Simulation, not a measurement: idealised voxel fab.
process module | voxel gate over fins
cross-section cut | 275 nm wide | cells 5 nm
A cross-section is a grid of square cells, given in bands from the top down. A band is one or more rows of cells.
Each band's line starts with the height of the band's top and of its bottom, in nm. Then come its materials from left to right, each with its width in nm. One material with "throughout" fills the band from edge to edge. "air" is empty space.
Height 0 is the level under which the wafer as received is all one material. The lowest band goes on downwards, as in "0 down".
A width such as "30 to 40" changes by the same amount from each row of cells to the next, from the band's top row to its bottom row.
"no change" after a step means that no cell of the cross-section changed.
closed voids: empty space of 8 cells or more with no open way to the top, each as width x height at its distance from the left edge, in nm
after a step's settings: what the simulator itself notes on the step
overlay nm, on a step with a mask: how far to the right of its planned place the mask lay; to the left if negative
plan
1 op RECEIVE | material Si
2 op CONFORMAL_DEP | material SiN | thk nm 10
3 op DIRECTIONAL_DEP | material aC | thk nm 10
4 op PATTERN | tone cover | mask id FINS | material resist | width nm 15 | pitch nm 55 | thk nm 25 | overlay nm 0
5 op DIRECTIONAL_ETCH | etch materials aC | depth nm 10
6 op STRIP | etch materials resist
7 op DIRECTIONAL_ETCH | etch materials SiN | depth nm 10
8 op DIRECTIONAL_ETCH | etch materials Si | depth nm 40
9 op STRIP | etch materials aC
10 op OXIDIZE | depth nm 5
11 op FILL_DEP | material SiO2 | thk nm 5
12 op CMP | height nm 10
13 op PATTERN | tone open | mask id RAIL | material resist | width nm 15 | thk nm 15 | overlay nm 0
14 op DIRECTIONAL_ETCH | etch materials SiO2 | depth nm 45
15 op STRIP | etch materials resist
16 op CONFORMAL_DEP | material TiN | thk nm 5
17 op FILL_DEP | material W | thk nm 10
18 op CMP | height nm 10
19 op SELECTIVE_ETCH | etch materials W Ru TiN | depth nm 30
20 op FILL_DEP | material SiO2 | thk nm 5
21 op CMP | height nm 10
22 op SELECTIVE_ETCH | etch materials SiO2 | depth nm 25
23 op STRIP | etch materials SiN
24 op CONFORMAL_DEP | material HfO2 | thk nm 5
25 op CONFORMAL_DEP | material TiN | thk nm 5
26 op CONFORMAL_DEP | material TiAl | thk nm 5
27 op CONFORMAL_DEP | material TiN | thk nm 5
28 op FILL_DEP | material W | thk nm 10
29 op CMP | height nm 25
30 op CONFORMAL_DEP | material SiN | thk nm 5
as received, after step 1
  0 down: Si throughout
  closed voids: none
first wafer at the end, as planned
  30 to 25: SiN throughout
  25 to 20: W throughout
  20 to 15: W 60 | TiN 45 | W 10 | TiN 45 | W 10 | TiN 45 | W 60
  15 to 10: W 60 | TiN 5 | TiAl 35 | TiN 5 | W 10 | TiN 5 | TiAl 35 | TiN 5 | W 10 | TiN 5 | TiAl 35 | TiN 5 | W 60
  10 to 5: W 60 | TiN 5 | TiAl 5 | TiN 25 | TiAl 5 | TiN 5 | W 10 | TiN 5 | TiAl 5 | TiN 25 | TiAl 5 | TiN 5 | W 10 | TiN 5 | TiAl 5 | TiN 25 | TiAl 5 | TiN 5 | W 60
  5 to 0: TiN 65 | TiAl 5 | TiN 5 | HfO2 15 | TiN 5 | TiAl 5 | TiN 20 | TiAl 5 | TiN 5 | HfO2 15 | TiN 5 | TiAl 5 | TiN 20 | TiAl 5 | TiN 5 | HfO2 15 | TiN 5 | TiAl 5 | TiN 65
  0 to -5: TiAl 70 | TiN 5 | HfO2 5 | Si 5 | HfO2 5 | TiN 5 | TiAl 30 | TiN 5 | HfO2 5 | Si 5 | HfO2 5 | TiN 5 | TiAl 30 | TiN 5 | HfO2 5 | Si 5 | HfO2 5 | TiN 5 | TiAl 70
  -5 to -10: TiN 75 | HfO2 5 | Si 5 | HfO2 5 | TiN 40 | HfO2 5 | Si 5 | HfO2 5 | TiN 40 | HfO2 5 | Si 5 | HfO2 5 | TiN 75
  -10 to -15: HfO2 80 | Si 5 | HfO2 50 | Si 5 | HfO2 50 | Si 5 | HfO2 80
  -15 to -20: SiO2 80 | Si 5 | SiO2 50 | Si 5 | SiO2 50 | Si 5 | SiO2 80
  -20 to -30: SiO2 80 | Si 5 | SiO2 15 | TiN 5 | W 5 | TiN 5 | SiO2 20 | Si 5 | SiO2 50 | Si 5 | SiO2 80
  -30 to -35: SiO2 80 | Si 5 | SiO2 15 | TiN 15 | SiO2 20 | Si 5 | SiO2 50 | Si 5 | SiO2 80
  -35 to -45: SiO2 80 | Si 5 | SiO2 50 | Si 5 | SiO2 50 | Si 5 | SiO2 80
  -45 down: Si throughout
  closed voids: none
second wafer at the end: like start, like plan, one mistake
  30 to 25: SiN throughout
  25 to 20: W throughout
  20 to 15: W 60 | TiN 50 | W 5 | TiN 50 | W 5 | TiN 50 | W 55
  15 to 10: W 60 | TiN 5 | TiAl 40 | TiN 5 | W 5 | TiN 5 | TiAl 40 | TiN 5 | W 5 | TiN 5 | TiAl 40 | TiN 5 | W 55
  10 to 5: W 60 | TiN 5 | TiAl 5 | TiN 30 | TiAl 5 | TiN 5 | W 5 | TiN 5 | TiAl 5 | TiN 30 | TiAl 5 | TiN 5 | W 5 | TiN 5 | TiAl 5 | TiN 30 | TiAl 5 | TiN 5 | W 55
  5 to 0: TiN 65 | TiAl 5 | TiN 5 | HfO2 20 | TiN 5 | TiAl 5 | TiN 15 | TiAl 5 | TiN 5 | HfO2 20 | TiN 5 | TiAl 5 | TiN 15 | TiAl 5 | TiN 5 | HfO2 20 | TiN 5 | TiAl 5 | TiN 60
  0 to -5: TiAl 70 | TiN 5 | HfO2 5 | Si 10 | HfO2 5 | TiN 5 | TiAl 25 | TiN 5 | HfO2 5 | Si 10 | HfO2 5 | TiN 5 | TiAl 25 | TiN 5 | HfO2 5 | Si 10 | HfO2 5 | TiN 5 | TiAl 65
  -5 to -10: TiN 75 | HfO2 5 | Si 10 | HfO2 5 | TiN 35 | HfO2 5 | Si 10 | HfO2 5 | TiN 35 | HfO2 5 | Si 10 | HfO2 5 | TiN 70
  -10 to -15: HfO2 80 | Si 10 | HfO2 45 | Si 10 | HfO2 45 | Si 10 | HfO2 75
  -15 to -20: SiO2 80 | Si 10 | SiO2 45 | Si 10 | SiO2 45 | Si 10 | SiO2 75
  -20 to -30: SiO2 80 | Si 10 | SiO2 10 | TiN 5 | W 5 | TiN 5 | SiO2 20 | Si 10 | SiO2 45 | Si 10 | SiO2 75
  -30 to -35: SiO2 80 | Si 10 | SiO2 10 | TiN 15 | SiO2 20 | Si 10 | SiO2 45 | Si 10 | SiO2 75
  -35 to -45: SiO2 80 | Si 10 | SiO2 45 | Si 10 | SiO2 45 | Si 10 | SiO2 75
  -45 down: Si throughout
  closed voids: none
what went wrong: step 4 ran as: op PATTERN | tone cover | mask id FINS | material resist | width nm 20 | pitch nm 55 | thk nm 25 | overlay nm 0
at the end the second wafer has, in cells: 27 more of Si | 18 fewer of SiO2 | 9 fewer of W
